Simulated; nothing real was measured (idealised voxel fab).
The process module that follows is named voxel capacitor over wiring.
Cross-section cut: width 225 nm, square cells of 5 nm.
Format of a cross-section: grid, square cells. Given as bands. Order: top down. Band: one or more rows of cells. Top, bottom (nm), then materials left to right with widths (nm); lone material tagged "throughout" fills the whole band edge to edge; "blank" = empty space. Note: height 0 marks the level under which the wafer is uniformly one material as received. Lowest band unbounded below, written "0 nm and below". Top row gets the first number, bottom row gets the second, and each row in between changes by the same step: that is how a band width like "30 to 40" works. When a step is marked "remained the same", none of the cells in the cross-section changed during that step. Basically, "Enclosed void inventory" tells you about the enclosed voids: empty spaces with no open way to the top, 8 cells or bigger, each written width x height at distance, where distance is from the left edge, all in nm. That trailing text on a step's line, after the settings, is the simulator's own remark on the step. A step's line can hold "overlay nm"; with a mask on that step, the setting says how far right of the planned place the mask lay, while a negative setting says it lay to the left. Pairs follow: section before one process step, section after it down to the lowest changed band, step with settings underneath. Pairs may come from different runs of this module on the same starting wafer; continuity with the pair above only as stated in the "Pre-step profile" entry.
# Pre-step profile
  105 nm to 95 nm | blank 60 nm, then TiN 35 nm, then blank 130 nm
  95 nm to 90 nm | TiN 60 nm, then HfO2 35 nm, then TiN 130 nm
  90 nm to 85 nm | TiN throughout
  85 nm to 80 nm | HfO2 60 nm, then TiN 35 nm, then HfO2 130 nm
  80 nm to 70 nm | TiN 60 nm, then Ru 35 nm, then TiN 130 nm
  70 nm to 50 nm | lowk 70 nm, then Ru 15 nm, then lowk 140 nm
  50 nm to 45 nm | SiCN 70 nm, then Ru 15 nm, then SiCN 140 nm
  45 nm to 40 nm | SiCN 55 nm, then Ru 35 nm, then SiCN 45 nm, then Ru 35 nm, then SiCN 55 nm
  40 nm to 15 nm | lowk 60 nm, then TiN 5 nm, then Ru 15 nm, then TiN 5 nm, then lowk 55 nm, then TiN 5 nm, then Ru 15 nm, then TiN 5 nm, then lowk 60 nm
  15 nm to 10 nm | SiN 60 nm, then TiN 25 nm, then SiN 55 nm, then TiN 25 nm, then SiN 60 nm
  10 nm to 0 nm | SiO2 throughout
  0 nm and below | Si throughout
  Enclosed void inventory: none
# Section, Post-Step
  105 nm to 95 nm | blank 70 nm, then TiN 25 nm, then blank 130 nm
  95 nm to 90 nm | blank 60 nm, then HfO2 35 nm, then TiN 35 nm, then blank 95 nm
  90 nm to 85 nm | blank 60 nm, then TiN 70 nm, then blank 95 nm
  Below 85, no change.
  Enclosed void inventory: none
Upper to lower cross-section via op MASKED_ETCH | tone cover | mask id UPPER_PLATE | width nm 60 | etch materials TiN | depth nm 10 | overlay nm 0
Pre-step profile: The initial state for this step is given by the after cross-section of the immediately preceding pair.
# Section, Post-Step
  105 nm to 95 nm | blank 70 nm, then TiN 25 nm, then blank 130 nm
  95 nm to 90 nm | blank 70 nm, then HfO2 25 nm, then TiN 35 nm, then blank 95 nm
  90 nm to 85 nm | blank 60 nm, then TiN 70 nm, then blank 95 nm
  85 nm to 80 nm | blank 60 nm, then TiN 35 nm, then HfO2 35 nm, then blank 95 nm
  Below 80, no change.
  Enclosed void inventory: none
Upper to lower cross-section via op MASKED_ETCH | tone cover | mask id UPPER_PLATE | width nm 60 | etch materials HfO2 | depth nm 5 | overlay nm 0
Pre-step profile: The initial state for this step is given by the after cross-section of the immediately preceding pair.
# Section, Post-Step
  105 nm to 95 nm | blank 70 nm, then TiN 25 nm, then blank 130 nm
  95 nm to 90 nm | blank 70 nm, then HfO2 25 nm, then TiN 35 nm, then blank 95 nm
  90 nm to 85 nm | blank 65 nm, then TiN 65 nm, then blank 95 nm
  85 nm to 80 nm | blank 65 nm, then TiN 30 nm, then HfO2 35 nm, then blank 95 nm
  80 nm to 70 nm | blank 60 nm, then Ru 35 nm, then TiN 40 nm, then blank 90 nm
  Below 70, no change.
  Enclosed void inventory: none
Upper to lower cross-section via op MASKED_ETCH | tone cover | mask id LOWER_PLATE | width nm 70 | etch materials TiN | depth nm 10 | overlay nm 0
Pre-step profile: The initial state for this step is given by the after cross-section of the immediately preceding pair.
# Section, Post-Step
  120 nm to 105 nm | SiO2 throughout
  105 nm to 95 nm | SiO2 70 nm, then TiN 25 nm, then SiO2 130 nm
  95 nm to 90 nm | SiO2 70 nm, then HfO2 25 nm, then TiN 35 nm, then SiO2 95 nm
  90 nm to 85 nm | SiO2 65 nm, then TiN 65 nm, then SiO2 95 nm
  85 nm to 80 nm | SiO2 65 nm, then TiN 30 nm, then HfO2 35 nm, then SiO2 95 nm
  80 nm to 70 nm | SiO2 60 nm, then Ru 35 nm, then TiN 40 nm, then SiO2 90 nm
  Below 70, no change.
  Enclosed void inventory: none
Upper to lower cross-section via op FILL_DEP | material SiO2 | thk nm 15
Pre-step profile: The initial state for this step is given by the after cross-section of the immediately preceding pair.
# Section, Post-Step
  105 nm to 95 nm | SiO2 70 nm, then TiN 25 nm, then SiO2 130 nm
  Below 95, no change.
  Enclosed void inventory: none
Upper to lower cross-section via op CMP | height nm 105
Pre-step profile: The initial state for this step is given by the after cross-section of the immediately preceding pair.
# Section, Post-Step
  110 nm to 105 nm | TiN throughout
  Below 105, no change.
  Enclosed void inventory: none
Upper to lower cross-section via op CONFORMAL_DEP | material TiN | thk nm 5
Pre-step profile: The initial state for this step is given by the after cross-section of the immediately preceding pair.
# Section, Post-Step
  120 nm to 110 nm | W throughout
  Below 110, no change.
  Enclosed void inventory: none
Upper to lower cross-section via op FILL_DEP | material W | thk nm 10
Pre-step profile: The initial state for this step is given by the after cross-section of the immediately preceding pair.
# Section, Post-Step
  105 nm to 95 nm | SiO2 70 nm, then TiN 25 nm, then SiO2 130 nm
  Below 95, no change.
  Enclosed void inventory: none
Upper to lower cross-section via op CMP | height nm 105
Pre-step profile: The initial state for this step is given by the after cross-section of the immediately preceding pair.
# Section, Post-Step
  110 nm to 105 nm | SiCN throughout
  Below 105, no change.
  Enclosed void inventory: none
Upper to lower cross-section via op CONFORMAL_DEP | material SiCN | thk nm 5
# Pre-step profile
  45 nm to 40 nm | blank 55 nm, then Ru 35 nm, then blank 45 nm, then Ru 35 nm, then blank 55 nm
  40 nm to 15 nm | lowk 60 nm, then TiN 5 nm, then Ru 15 nm, then TiN 5 nm, then lowk 55 nm, then TiN 5 nm, then Ru 15 nm, then TiN 5 nm, then lowk 60 nm
  15 nm to 10 nm | SiN 60 nm, then TiN 25 nm, then SiN 55 nm, then TiN 25 nm, then SiN 60 nm
  10 nm to 0 nm | SiO2 throughout
  0 nm and below | Si throughout
  Enclosed void inventory: none
# Section, Post-Step
  65 nm to 60 nm | blank 55 nm, then lowk 35 nm, then blank 45 nm, then lowk 35 nm, then blank 55 nm
  60 nm to 45 nm | lowk throughout
  45 nm to 40 nm | lowk 55 nm, then Ru 35 nm, then lowk 45 nm, then Ru 35 nm, then lowk 55 nm
  Below 40, no change.
  Enclosed void inventory: none
Upper to lower cross-section via op DIRECTIONAL_DEP | material lowk | thk nm 20
Pre-step profile: The initial state for this step is given by the after cross-section of the immediately preceding pair.
# Section, Post-Step
  70 nm to 65 nm | SiCN throughout
  65 nm to 60 nm | SiCN 55 nm, then lowk 35 nm, then SiCN 45 nm, then lowk 35 nm, then SiCN 55 nm
  Below 60, no change.
  Enclosed void inventory: none
Upper to lower cross-section via op FILL_DEP | material SiCN | thk nm 5
Pre-step profile: The initial state for this step is given by the after cross-section of the immediately preceding pair.
# Section, Post-Step
  80 nm to 70 nm | aC throughout
  Below 70, no change.
  Enclosed void inventory: none
Upper to lower cross-section via op DIRECTIONAL_DEP | material aC | thk nm 10
Pre-step profile: The initial state for this step is given by the after cross-section of the immediately preceding pair.
# Section, Post-Step
  105 nm to 80 nm | resist 70 nm, then blank 15 nm, then resist 140 nm
  Below 80, no change.
  Enclosed void inventory: none
Upper to lower cross-section via op PATTERN | tone open | mask id PLUG_1 | material resist | width nm 15 | thk nm 25 | overlay nm 0
Pre-step profile: The initial state for this step is given by the after cross-section of the immediately preceding pair.
# Section, Post-Step
  95 nm to 80 nm | resist 70 nm, then blank 15 nm, then resist 140 nm
  80 nm to 70 nm | aC 70 nm, then blank 15 nm, then aC 140 nm
  Below 70, no change.
  Enclosed void inventory: none
Upper to lower cross-section via op DIRECTIONAL_ETCH | etch materials aC | depth nm 10
Pre-step profile: The initial state for this step is given by the after cross-section of the immediately preceding pair.
# Section, Post-Step
  80 nm to 70 nm | aC 70 nm, then blank 15 nm, then aC 140 nm
  Below 70, no change.
  Enclosed void inventory: none
Upper to lower cross-section via op STRIP | etch materials resist
Pre-step profile: The initial state for this step is given by the after cross-section of the immediately preceding pair.
# Section, Post-Step
  80 nm to 70 nm | aC 70 nm, then blank 15 nm, then aC 140 nm
  70 nm to 65 nm | SiCN 70 nm, then blank 15 nm, then SiCN 140 nm
  Below 65, no change.
  Enclosed void inventory: none
Upper to lower cross-section via op DIRECTIONAL_ETCH | etch materials SiCN | depth nm 5
Pre-step profile: The initial state for this step is given by the after cross-section of the immediately preceding pair.
# Section, Post-Step
  70 nm to 65 nm | SiCN 70 nm, then blank 15 nm, then SiCN 140 nm
  Below 65, no change.
  Enclosed void inventory: none
Upper to lower cross-section via op STRIP | etch materials aC
Pre-step profile: The initial state for this step is given by the after cross-section of the immediately preceding pair.
# Section, Post-Step
  80 nm to 75 nm | TiN 70 nm, then blank 15 nm, then TiN 140 nm
  75 nm to 70 nm | TiN throughout
  70 nm to 65 nm | SiCN 70 nm, then TiN 15 nm, then SiCN 140 nm
  Below 65, no change.
  Enclosed void inventory: none
Upper to lower cross-section via op DIRECTIONAL_DEP | material TiN | thk nm 10
Pre-step profile: The initial state for this step is given by the after cross-section of the immediately preceding pair.
# Section, Post-Step
  85 nm to 80 nm | HfO2 70 nm, then blank 15 nm, then HfO2 140 nm
  80 nm to 75 nm | TiN 70 nm, then HfO2 15 nm, then TiN 140 nm
  Below 75, no change.
  Enclosed void inventory: none
Upper to lower cross-section via op DIRECTIONAL_DEP | material HfO2 | thk nm 5
Pre-step profile: The initial state for this step is given by the after cross-section of the immediately preceding pair.
# Section, Post-Step
  95 nm to 90 nm | TiN 70 nm, then blank 15 nm, then TiN 140 nm
  90 nm to 85 nm | TiN throughout
  85 nm to 80 nm | HfO2 70 nm, then TiN 15 nm, then HfO2 140 nm
  Below 80, no change.
  Enclosed void inventory: none
Upper to lower cross-section via op DIRECTIONAL_DEP | material TiN | thk nm 10
Pre-step profile: The initial state for this step is given by the after cross-section of the immediately preceding pair.
# Section, Post-Step
  95 nm to 85 nm | blank 85 to 70 nm, then TiN 45 to 60 nm, then blank 95 nm
  Below 85, no change.
  Enclosed void inventory: none
Upper to lower cross-section via op MASKED_ETCH | tone cover | mask id UPPER_PLATE | width nm 60 | etch materials TiN | depth nm 10 | overlay nm 0
Pre-step profile: The initial state for this step is given by the after cross-section of the immediately preceding pair.
# Section, Post-Step
  95 nm to 85 nm | blank 85 to 70 nm, then TiN 45 to 60 nm, then blank 95 nm
  85 nm to 80 nm | blank 70 nm, then TiN 15 nm, then HfO2 45 nm, then blank 95 nm
  Below 80, no change.
  Enclosed void inventory: none
Upper to lower cross-section via op MASKED_ETCH | tone cover | mask id UPPER_PLATE | width nm 60 | etch materials HfO2 | depth nm 5 | overlay nm 0
Pre-step profile: The initial state for this step is given by the after cross-section of the immediately preceding pair.
# Section, Post-Step
  95 nm to 85 nm | blank 85 to 70 nm, then TiN 45 to 60 nm, then blank 95 nm
  85 nm to 80 nm | blank 70 nm, then TiN 15 nm, then HfO2 45 nm, then blank 95 nm
  80 nm to 75 nm | blank 65 nm, then TiN 5 nm, then HfO2 15 nm, then TiN 50 nm, then blank 90 nm
  75 nm to 70 nm | blank 65 nm, then TiN 70 nm, then blank 90 nm
  Below 70, no change.
  Enclosed void inventory: none
Upper to lower cross-section via op MASKED_ETCH | tone cover | mask id LOWER_PLATE | width nm 70 | etch materials TiN | depth nm 10 | overlay nm 0
Pre-step profile: The initial state for this step is given by the after cross-section of the immediately preceding pair.
# Section, Post-Step
  110 nm to 95 nm | SiO2 throughout
  95 nm to 85 nm | SiO2 85 to 70 nm, then TiN 45 to 60 nm, then SiO2 95 nm
  85 nm to 80 nm | SiO2 70 nm, then TiN 15 nm, then HfO2 45 nm, then SiO2 95 nm
  80 nm to 75 nm | SiO2 65 nm, then TiN 5 nm, then HfO2 15 nm, then TiN 50 nm, then SiO2 90 nm
  75 nm to 70 nm | SiO2 65 nm, then TiN 70 nm, then SiO2 90 nm
  Below 70, no change.
  Enclosed void inventory: none
Upper to lower cross-section via op FILL_DEP | material SiO2 | thk nm 15
Pre-step profile: The initial state for this step is given by the after cross-section of the immediately preceding pair.
# Section, Post-Step
  105 nm to 95 nm | SiO2 throughout
  Below 95, no change.
  Enclosed void inventory: none
Upper to lower cross-section via op CMP | height nm 105
Pre-step profile: The initial state for this step is given by the after cross-section of the immediately preceding pair.
# Section, Post-Step
  105 nm to 95 nm | SiO2 80 nm, then blank 15 nm, then SiO2 130 nm
  Below 95, no change.
  Enclosed void inventory: none
Upper to lower cross-section via op MASKED_ETCH | tone open | mask id PLUG_2 | width nm 15 | etch materials SiO2 | depth nm 10 | overlay nm 0
Pre-step profile: The initial state for this step is given by the after cross-section of the immediately preceding pair.
# Section, Post-Step
  110 nm to 105 nm | TiN 85 nm, then blank 5 nm, then TiN 135 nm
  105 nm to 100 nm | SiO2 80 nm, then TiN 5 nm, then blank 5 nm, then TiN 5 nm, then SiO2 130 nm
  100 nm to 90 nm | SiO2 80 to 85 nm, then TiN 15 to 45 nm, then SiO2 130 to 95 nm
  Below 90, no change.
  Enclosed void inventory: none
Upper to lower cross-section via op CONFORMAL_DEP | material TiN | thk nm 5
Pre-step profile: The initial state for this step is given by the after cross-section of the immediately preceding pair.
# Section, Post-Step
  120 nm to 110 nm | W throughout
  110 nm to 105 nm | TiN 85 nm, then W 5 nm, then TiN 135 nm
  105 nm to 100 nm | SiO2 80 nm, then TiN 5 nm, then W 5 nm, then TiN 5 nm, then SiO2 130 nm
  Below 100, no change.
  Enclosed void inventory: none
Upper to lower cross-section via op FILL_DEP | material W | thk nm 10
Pre-step profile: The initial state for this step is given by the after cross-section of the immediately preceding pair.
# Section, Post-Step
  105 nm to 100 nm | SiO2 80 nm, then TiN 5 nm, then W 5 nm, then TiN 5 nm, then SiO2 130 nm
  Below 100, no change.
  Enclosed void inventory: none
Upper to lower cross-section via op CMP | height nm 105
Pre-step profile: The initial state for this step is given by the after cross-section of the immediately preceding pair.
# Section, Post-Step
  110 nm to 105 nm | SiCN throughout
  Below 105, no change.
  Enclosed void inventory: none
Upper to lower cross-section via op CONFORMAL_DEP | material SiCN | thk nm 5
# Pre-step profile
  50 nm to 45 nm | SiCN throughout
  45 nm to 40 nm | SiCN 55 nm, then Ru 35 nm, then SiCN 45 nm, then Ru 35 nm, then SiCN 55 nm
  40 nm to 15 nm | lowk 60 nm, then TiN 5 nm, then Ru 15 nm, then TiN 5 nm, then lowk 55 nm, then TiN 5 nm, then Ru 15 nm, then TiN 5 nm, then lowk 60 nm
  15 nm to 10 nm | SiN 60 nm, then TiN 25 nm, then SiN 55 nm, then TiN 25 nm, then SiN 60 nm
  10 nm to 0 nm | SiO2 throughout
  0 nm and below | Si throughout
  Enclosed void inventory: none
# Section, Post-Step
  65 nm to 50 nm | lowk throughout
  Below 50, no change.
  Enclosed void inventory: none
Upper to lower cross-section via op DIRECTIONAL_DEP | material lowk | thk nm 15
Pre-step profile: The initial state for this step is given by the after cross-section of the immediately preceding pair.
# Section, Post-Step
  75 nm to 65 nm | aC throughout
  Below 65, no change.
  Enclosed void inventory: none
Upper to lower cross-section via op DIRECTIONAL_DEP | material aC | thk nm 10
Pre-step profile: The initial state for this step is given by the after cross-section of the immediately preceding pair.
# Section, Post-Step
  100 nm to 75 nm | resist 70 nm, then blank 15 nm, then resist 140 nm
  Below 75, no change.
  Enclosed void inventory: none
Upper to lower cross-section via op PATTERN | tone open | mask id PLUG_1 | material resist | width nm 15 | thk nm 25 | overlay nm 0
Pre-step profile: The initial state for this step is given by the after cross-section of the immediately preceding pair.
# Section, Post-Step
  90 nm to 75 nm | resist 70 nm, then blank 15 nm, then resist 140 nm
  75 nm to 65 nm | aC 70 nm, then blank 15 nm, then aC 140 nm
  Below 65, no change.
  Enclosed void inventory: none
Upper to lower cross-section via op DIRECTIONAL_ETCH | etch materials aC | depth nm 10
Pre-step profile: The initial state for this step is given by the after cross-section of the immediately preceding pair.
# Section, Post-Step
  75 nm to 65 nm | aC 70 nm, then blank 15 nm, then aC 140 nm
  Below 65, no change.
  Enclosed void inventory: none
Upper to lower cross-section via op STRIP | etch materials resist
Pre-step profile: The initial state for this step is given by the after cross-section of the immediately preceding pair.
# Section, Post-Step
  75 nm to 65 nm | aC 70 nm, then blank 15 nm, then aC 140 nm
  65 nm to 50 nm | lowk 70 nm, then blank 15 nm, then lowk 140 nm
  Below 50, no change.
  Enclosed void inventory: none
Upper to lower cross-section via op DIRECTIONAL_ETCH | etch materials lowk | depth nm 20
Pre-step profile: The initial state for this step is given by the after cross-section of the immediately preceding pair.
# Section, Post-Step
  75 nm to 65 nm | aC 70 nm, then blank 15 nm, then aC 140 nm
  65 nm to 50 nm | lowk 70 nm, then blank 15 nm, then lowk 140 nm
  50 nm to 45 nm | SiCN 70 nm, then blank 15 nm, then SiCN 140 nm
  Below 45, no change.
  Enclosed void inventory: none
Upper to lower cross-section via op DIRECTIONAL_ETCH | etch materials SiCN | depth nm 5
Pre-step profile: The initial state for this step is given by the after cross-section of the immediately preceding pair.
# Section, Post-Step
  65 nm to 50 nm | lowk 70 nm, then blank 15 nm, then lowk 140 nm
  Below 50, no change.
  Enclosed void inventory: none
Upper to lower cross-section via op STRIP | etch materials aC
Pre-step profile: The initial state for this step is given by the after cross-section of the immediately preceding pair.
# Section, Post-Step
  65 nm to 55 nm | lowk 70 nm, then blank 15 nm, then lowk 140 nm
  55 nm to 50 nm | lowk 70 nm, then Ru 15 nm, then lowk 140 nm
  50 nm to 45 nm | SiCN 70 nm, then Ru 15 nm, then SiCN 140 nm
  Below 45, no change.
  Enclosed void inventory: none
Upper to lower cross-section via op EPI | material Ru | thk nm 10
Pre-step profile: The initial state for this step is given by the after cross-section of the immediately preceding pair.
# Section, Post-Step
  65 nm to 50 nm | lowk 70 nm, then Ru 15 nm, then lowk 140 nm
  Below 50, no change.
  Enclosed void inventory: none
Upper to lower cross-section via op EPI | material Ru | thk nm 10
Pre-step profile: The initial state for this step is given by the after cross-section of the immediately preceding pair.
# Section, Post-Step
  70 nm to 65 nm | blank 65 nm, then Ru 25 nm, then blank 135 nm
  Below 65, no change.
  Enclosed void inventory: none
Upper to lower cross-section via op EPI | material Ru | thk nm 5
Pre-step profile: The initial state for this step is given by the after cross-section of the immediately preceding pair.
# Section, Post-Step
  80 nm to 75 nm | blank 65 nm, then TiN 25 nm, then blank 135 nm
  75 nm to 70 nm | TiN throughout
  70 nm to 65 nm | TiN 65 nm, then Ru 25 nm, then TiN 135 nm
  Below 65, no change.
  Enclosed void inventory: none
Upper to lower cross-section via op DIRECTIONAL_DEP | material TiN | thk nm 10
Pre-step profile: The initial state for this step is given by the after cross-section of the immediately preceding pair.
# Section, Post-Step
  85 nm to 80 nm | blank 65 nm, then HfO2 25 nm, then blank 135 nm
  80 nm to 75 nm | HfO2 65 nm, then TiN 25 nm, then HfO2 135 nm
  Below 75, no change.
  Enclosed void inventory: none
Upper to lower cross-section via op DIRECTIONAL_DEP | material HfO2 | thk nm 5
Pre-step profile: The initial state for this step is given by the after cross-section of the immediately preceding pair.
# Section, Post-Step
  95 nm to 90 nm | blank 65 nm, then TiN 25 nm, then blank 135 nm
  90 nm to 85 nm | TiN throughout
  85 nm to 80 nm | TiN 65 nm, then HfO2 25 nm, then TiN 135 nm
  Below 80, no change.
  Enclosed void inventory: none
Upper to lower cross-section via op DIRECTIONAL_DEP | material TiN | thk nm 10
Pre-step profile: The initial state for this step is given by the after cross-section of the immediately preceding pair.
# Section, Post-Step
  95 nm to 85 nm | blank 70 nm, then TiN 20 to 60 nm, then blank 135 to 95 nm
  85 nm to 80 nm | blank 65 nm, then HfO2 25 nm, then TiN 40 nm, then blank 95 nm
  Below 80, no change.
  Enclosed void inventory: none
Upper to lower cross-section via op MASKED_ETCH | tone cover | mask id UPPER_PLATE | width nm 60 | etch materials TiN | depth nm 10 | overlay nm 0
Pre-step profile: The initial state for this step is given by the after cross-section of the immediately preceding pair.
# Section, Post-Step
  95 nm to 85 nm | blank 70 nm, then TiN 20 to 60 nm, then blank 135 to 95 nm
  85 nm to 80 nm | blank 70 nm, then HfO2 20 nm, then TiN 40 nm, then blank 95 nm
  80 nm to 75 nm | blank 65 nm, then TiN 25 nm, then HfO2 40 nm, then blank 95 nm
  Below 75, no change.
  Enclosed void inventory: none
Upper to lower cross-section via op MASKED_ETCH | tone cover | mask id UPPER_PLATE | width nm 60 | etch materials HfO2 | depth nm 5 | overlay nm 0
Pre-step profile: The initial state for this step is given by the after cross-section of the immediately preceding pair.
# Section, Post-Step
  95 nm to 85 nm | blank 70 nm, then TiN 20 to 60 nm, then blank 135 to 95 nm
  85 nm to 80 nm | blank 70 nm, then HfO2 20 nm, then TiN 40 nm, then blank 95 nm
  80 nm to 75 nm | blank 65 nm, then TiN 25 nm, then HfO2 40 nm, then blank 95 nm
  75 nm to 70 nm | blank 65 nm, then TiN 70 nm, then blank 90 nm
  70 nm to 65 nm | blank 65 nm, then Ru 25 nm, then TiN 45 nm, then blank 90 nm
  Below 65, no change.
  Enclosed void inventory: none
Upper to lower cross-section via op MASKED_ETCH | tone cover | mask id LOWER_PLATE | width nm 70 | etch materials TiN | depth nm 10 | overlay nm 0
Pre-step profile: The initial state for this step is given by the after cross-section of the immediately preceding pair.
# Section, Post-Step
  110 nm to 95 nm | SiO2 throughout
  95 nm to 85 nm | SiO2 70 nm, then TiN 20 to 60 nm, then SiO2 135 to 95 nm
  85 nm to 80 nm | SiO2 70 nm, then HfO2 20 nm, then TiN 40 nm, then SiO2 95 nm
  80 nm to 75 nm | SiO2 65 nm, then TiN 25 nm, then HfO2 40 nm, then SiO2 95 nm
  75 nm to 70 nm | SiO2 65 nm, then TiN 70 nm, then SiO2 90 nm
  70 nm to 65 nm | SiO2 65 nm, then Ru 25 nm, then TiN 45 nm, then SiO2 90 nm
  Below 65, no change.
  Enclosed void inventory: none
Upper to lower cross-section via op FILL_DEP | material SiO2 | thk nm 15
Pre-step profile: The initial state for this step is given by the after cross-section of the immediately preceding pair.
# Section, Post-Step
  105 nm to 95 nm | SiO2 throughout
  Below 95, no change.
  Enclosed void inventory: none
Upper to lower cross-section via op CMP | height nm 105
Pre-step profile: The initial state for this step is given by the after cross-section of the immediately preceding pair.
# Section, Post-Step
  105 nm to 95 nm | SiO2 80 nm, then blank 15 nm, then SiO2 130 nm
  Below 95, no change.
  Enclosed void inventory: none
Upper to lower cross-section via op MASKED_ETCH | tone open | mask id PLUG_2 | width nm 15 | etch materials SiO2 | depth nm 10 | overlay nm 0
Pre-step profile: The initial state for this step is given by the after cross-section of the immediately preceding pair.
# Section, Post-Step
  110 nm to 105 nm | TiN 85 nm, then blank 5 nm, then TiN 135 nm
  105 nm to 100 nm | SiO2 80 nm, then TiN 5 nm, then blank 5 nm, then TiN 5 nm, then SiO2 130 nm
  100 nm to 90 nm | SiO2 80 to 70 nm, then TiN 15 to 20 nm, then SiO2 130 to 135 nm
  Below 90, no change.
  Enclosed void inventory: none
Upper to lower cross-section via op CONFORMAL_DEP | material TiN | thk nm 5
Pre-step profile: The initial state for this step is given by the after cross-section of the immediately preceding pair.
# Section, Post-Step
  120 nm to 110 nm | W throughout
  110 nm to 105 nm | TiN 85 nm, then W 5 nm, then TiN 135 nm
  105 nm to 100 nm | SiO2 80 nm, then TiN 5 nm, then W 5 nm, then TiN 5 nm, then SiO2 130 nm
  Below 100, no change.
  Enclosed void inventory: none
Upper to lower cross-section via op FILL_DEP | material W | thk nm 10
Pre-step profile: The initial state for this step is given by the after cross-section of the immediately preceding pair.
# Section, Post-Step
  105 nm to 100 nm | SiO2 80 nm, then TiN 5 nm, then W 5 nm, then TiN 5 nm, then SiO2 130 nm
  Below 100, no change.
  Enclosed void inventory: none
Upper to lower cross-section via op CMP | height nm 105
Pre-step profile: The initial state for this step is given by the after cross-section of the immediately preceding pair.
# Section, Post-Step
  110 nm to 105 nm | SiCN throughout
  Below 105, no change.
  Enclosed void inventory: none
Upper to lower cross-section via op CONFORMAL_DEP | material SiCN | thk nm 5
# Pre-step profile
  80 nm to 70 nm | aC throughout
  70 nm to 50 nm | lowk throughout
  50 nm to 45 nm | SiCN throughout
  45 nm to 40 nm | SiCN 55 nm, then Ru 35 nm, then SiCN 45 nm, then Ru 35 nm, then SiCN 55 nm
  40 nm to 15 nm | lowk 60 nm, then TiN 5 nm, then Ru 15 nm, then TiN 5 nm, then lowk 55 nm, then TiN 5 nm, then Ru 15 nm, then TiN 5 nm, then lowk 60 nm
  15 nm to 10 nm | SiN 60 nm, then TiN 25 nm, then SiN 55 nm, then TiN 25 nm, then SiN 60 nm
  10 nm to 0 nm | SiO2 throughout
  0 nm and below | Si throughout
  Enclosed void inventory: none
# Section, Post-Step
  105 nm to 80 nm | resist 70 nm, then blank 20 nm, then resist 135 nm
  Below 80, no change.
  Enclosed void inventory: none
Upper to lower cross-section via op PATTERN | tone open | mask id PLUG_1 | material resist | width nm 20 | thk nm 25 | overlay nm 0
Pre-step profile: The initial state for this step is given by the after cross-section of the immediately preceding pair.
# Section, Post-Step
  95 nm to 80 nm | resist 70 nm, then blank 20 nm, then resist 135 nm
  80 nm to 70 nm | aC 70 nm, then blank 20 nm, then aC 135 nm
  Below 70, no change.
  Enclosed void inventory: none
Upper to lower cross-section via op DIRECTIONAL_ETCH | etch materials aC | depth nm 10
Pre-step profile: The initial state for this step is given by the after cross-section of the immediately preceding pair.
# Section, Post-Step
  80 nm to 70 nm | aC 70 nm, then blank 20 nm, then aC 135 nm
  Below 70, no change.
  Enclosed void inventory: none
Upper to lower cross-section via op STRIP | etch materials resist
Pre-step profile: The initial state for this step is given by the after cross-section of the immediately preceding pair.
# Section, Post-Step
  80 nm to 70 nm | aC 70 nm, then blank 20 nm, then aC 135 nm
  70 nm to 50 nm | lowk 70 nm, then blank 20 nm, then lowk 135 nm
  Below 50, no change.
  Enclosed void inventory: none
Upper to lower cross-section via op DIRECTIONAL_ETCH | etch materials lowk | depth nm 20
Pre-step profile: The initial state for this step is given by the after cross-section of the immediately preceding pair.
# Section, Post-Step
  80 nm to 70 nm | aC 70 nm, then blank 20 nm, then aC 135 nm
  70 nm to 50 nm | lowk 70 nm, then blank 20 nm, then lowk 135 nm
  50 nm to 45 nm | SiCN 70 nm, then blank 20 nm, then SiCN 135 nm
  Below 45, no change.
  Enclosed void inventory: none
Upper to lower cross-section via op DIRECTIONAL_ETCH | etch materials SiCN | depth nm 5
Pre-step profile: The initial state for this step is given by the after cross-section of the immediately preceding pair.
# Section, Post-Step
  70 nm to 50 nm | lowk 70 nm, then blank 20 nm, then lowk 135 nm
  Below 50, no change.
  Enclosed void inventory: none
Upper to lower cross-section via op STRIP | etch materials aC
Pre-step profile: The initial state for this step is given by the after cross-section of the immediately preceding pair.
# Section, Post-Step
  70 nm to 55 nm | lowk 70 nm, then blank 20 nm, then lowk 135 nm
  55 nm to 50 nm | lowk 70 nm, then Ru 20 nm, then lowk 135 nm
  50 nm to 45 nm | SiCN 70 nm, then Ru 20 nm, then SiCN 135 nm
  Below 45, no change.
  Enclosed void inventory: none
Upper to lower cross-section via op EPI | material Ru | thk nm 10
Pre-step profile: The initial state for this step is given by the after cross-section of the immediately preceding pair.
# Section, Post-Step
  70 nm to 65 nm | lowk 70 nm, then blank 20 nm, then lowk 135 nm
  65 nm to 50 nm | lowk 70 nm, then Ru 20 nm, then lowk 135 nm
  Below 50, no change.
  Enclosed void inventory: none
Upper to lower cross-section via op EPI | material Ru | thk nm 10
Pre-step profile: The initial state for this step is given by the after cross-section of the immediately preceding pair.
# Section, Post-Step
  70 nm to 50 nm | lowk 70 nm, then Ru 20 nm, then lowk 135 nm
  Below 50, no change.
  Enclosed void inventory: none
Upper to lower cross-section via op EPI | material Ru | thk nm 5
Pre-step profile: The initial state for this step is given by the after cross-section of the immediately preceding pair.
# Section, Post-Step
  80 nm to 70 nm | TiN throughout
  Below 70, no change.
  Enclosed void inventory: none
Upper to lower cross-section via op DIRECTIONAL_DEP | material TiN | thk nm 10
Pre-step profile: The initial state for this step is given by the after cross-section of the immediately preceding pair.
# Section, Post-Step
  85 nm to 80 nm | HfO2 throughout
  Below 80, no change.
  Enclosed void inventory: none
Upper to lower cross-section via op DIRECTIONAL_DEP | material HfO2 | thk nm 5
Pre-step profile: The initial state for this step is given by the after cross-section of the immediately preceding pair.
# Section, Post-Step
  95 nm to 85 nm | TiN throughout
  Below 85, no change.
  Enclosed void inventory: none
Upper to lower cross-section via op DIRECTIONAL_DEP | material TiN | thk nm 10
Pre-step profile: The initial state for this step is given by the after cross-section of the immediately preceding pair.
# Section, Post-Step
  95 nm to 85 nm | blank 70 nm, then TiN 60 nm, then blank 95 nm
  Below 85, no change.
  Enclosed void inventory: none
Upper to lower cross-section via op MASKED_ETCH | tone cover | mask id UPPER_PLATE | width nm 60 | etch materials TiN | depth nm 10 | overlay nm 0
Pre-step profile: The initial state for this step is given by the after cross-section of the immediately preceding pair.
# Section, Post-Step
  95 nm to 85 nm | blank 70 nm, then TiN 60 nm, then blank 95 nm
  85 nm to 80 nm | blank 70 nm, then HfO2 60 nm, then blank 95 nm
  Below 80, no change.
  Enclosed void inventory: none
Upper to lower cross-section via op MASKED_ETCH | tone cover | mask id UPPER_PLATE | width nm 60 | etch materials HfO2 | depth nm 5 | overlay nm 0
Pre-step profile: The initial state for this step is given by the after cross-section of the immediately preceding pair.
# Section, Post-Step
  95 nm to 85 nm | blank 70 nm, then TiN 60 nm, then blank 95 nm
  85 nm to 80 nm | blank 70 nm, then HfO2 60 nm, then blank 95 nm
  80 nm to 70 nm | blank 65 nm, then TiN 70 nm, then blank 90 nm
  Below 70, no change.
  Enclosed void inventory: none
Upper to lower cross-section via op MASKED_ETCH | tone cover | mask id LOWER_PLATE | width nm 70 | etch materials TiN | depth nm 10 | overlay nm 0
